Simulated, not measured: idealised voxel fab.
process module | voxel ribs on slabs
cross-section cut | 175 nm wide | cells 5 nm
A cross-section is a grid of square cells, given in bands from the top down. A band is one or more rows of cells.
Each band's line starts with the height of the band's top and of its bottom, in nm. Then come its materials from left to right, each with its width in nm. One material with "throughout" fills the band from edge to edge. "air" is empty space.
Height 0 is the level under which the wafer as received is all one material. The lowest band goes on downwards, as in "0 down".
A width such as "30 to 40" changes by the same amount from each row of cells to the next, from the band's top row to its bottom row.
"no change" after a step means that no cell of the cross-section changed.
closed voids: empty space of 8 cells or more with no open way to the top, each as width x height at its distance from the left edge, in nm
after a step's settings: what the simulator itself notes on the step
overlay nm, on a step with a mask: how far to the right of its planned place the mask lay; to the left if negative
plan
1 op RECEIVE | material Si
2 op DIRECTIONAL_DEP | material SiO2 | thk nm 20
3 op DIRECTIONAL_DEP | material polySi | thk nm 15
4 op DIRECTIONAL_DEP | material aC | thk nm 15
5 op PATTERN | tone cover | mask id RIB | material resist | width nm 30 | thk nm 35 | overlay nm 0
6 op DIRECTIONAL_ETCH | etch materials aC | depth nm 15
7 op STRIP | etch materials resist
8 op DIRECTIONAL_ETCH | etch materials polySi | depth nm 10
9 op STRIP | etch materials aC
10 op MASKED_ETCH | tone cover | mask id SLAB | width nm 70 | etch materials polySi | depth nm 5 | overlay nm 0
11 op FILL_DEP | material SiO2 | thk nm 20
12 op CMP | height nm 45
13 op DIRECTIONAL_DEP | material W | thk nm 10
14 op DIRECTIONAL_DEP | material aC | thk nm 15
15 op PATTERN | tone cover | mask id HEATER | material resist | width nm 40 | thk nm 35 | overlay nm 0
16 op DIRECTIONAL_ETCH | etch materials aC | depth nm 15
17 op STRIP | etch materials resist
18 op DIRECTIONAL_ETCH | etch materials W | depth nm 10
19 op STRIP | etch materials aC
20 op CONFORMAL_DEP | material SiO2 | thk nm 10
first wafer, as planned
as received, after step 1
  0 down: Si throughout
  closed voids: none
after step 2
  20 to 0: SiO2 throughout
  below 0: unchanged
after step 3
  35 to 20: polySi throughout
  below 20: unchanged
after step 4
  50 to 35: aC throughout
  below 35: unchanged
after step 5
  85 to 50: air 70 | resist 30 | air 75
  below 50: unchanged
after step 6
  70 to 50: air 70 | resist 30 | air 75
  50 to 35: air 70 | aC 30 | air 75
  below 35: unchanged
after step 7
  50 to 35: air 70 | aC 30 | air 75
  below 35: unchanged
after step 8
  50 to 35: air 70 | aC 30 | air 75
  35 to 25: air 70 | polySi 30 | air 75
  below 25: unchanged
after step 9
  35 to 25: air 70 | polySi 30 | air 75
  below 25: unchanged
after step 10
  35 to 25: air 70 | polySi 30 | air 75
  25 to 20: air 50 | polySi 70 | air 55
  below 20: unchanged
after step 11
  55 to 35: SiO2 throughout
  35 to 25: SiO2 70 | polySi 30 | SiO2 75
  25 to 20: SiO2 50 | polySi 70 | SiO2 55
  below 20: unchanged
after step 12
  45 to 35: SiO2 throughout
  below 35: unchanged
after step 13
  55 to 45: W throughout
  below 45: unchanged
after step 14
  70 to 55: aC throughout
  below 55: unchanged
after step 15
  105 to 70: air 65 | resist 40 | air 70
  below 70: unchanged
after step 16
  90 to 70: air 65 | resist 40 | air 70
  70 to 55: air 65 | aC 40 | air 70
  below 55: unchanged
after step 17
  70 to 55: air 65 | aC 40 | air 70
  below 55: unchanged
after step 18
  70 to 55: air 65 | aC 40 | air 70
  55 to 45: air 65 | W 40 | air 70
  below 45: unchanged
after step 19
  55 to 45: air 65 | W 40 | air 70
  below 45: unchanged
after step 20
  65 to 55: air 55 | SiO2 60 | air 60
  55 to 45: SiO2 65 | W 40 | SiO2 70
  below 45: unchanged
second wafer: like start, like plan, one mistake. Through step 11 it matches the first wafer
when step 12 should have ended
  40 to 35: SiO2 throughout
  below 35: unchanged
when step 13 should have ended
  50 to 40: W throughout
  below 40: unchanged
when step 14 should have ended
  65 to 50: aC throughout
  below 50: unchanged
when step 15 should have ended
  100 to 65: air 65 | resist 40 | air 70
  below 65: unchanged
when step 16 should have ended
  85 to 65: air 65 | resist 40 | air 70
  65 to 50: air 65 | aC 40 | air 70
  below 50: unchanged
when step 17 should have ended
  65 to 50: air 65 | aC 40 | air 70
  below 50: unchanged
when step 18 should have ended
  65 to 50: air 65 | aC 40 | air 70
  50 to 40: air 65 | W 40 | air 70
  below 40: unchanged
when step 19 should have ended
  50 to 40: air 65 | W 40 | air 70
  below 40: unchanged
when step 20 should have ended
  60 to 50: air 55 | SiO2 60 | air 60
  50 to 40: SiO2 65 | W 40 | SiO2 70
  below 40: unchanged
what went wrong: step 12 ran as: op CMP | height nm 40
at the end the second wafer has, in cells: 35 fewer of SiO2
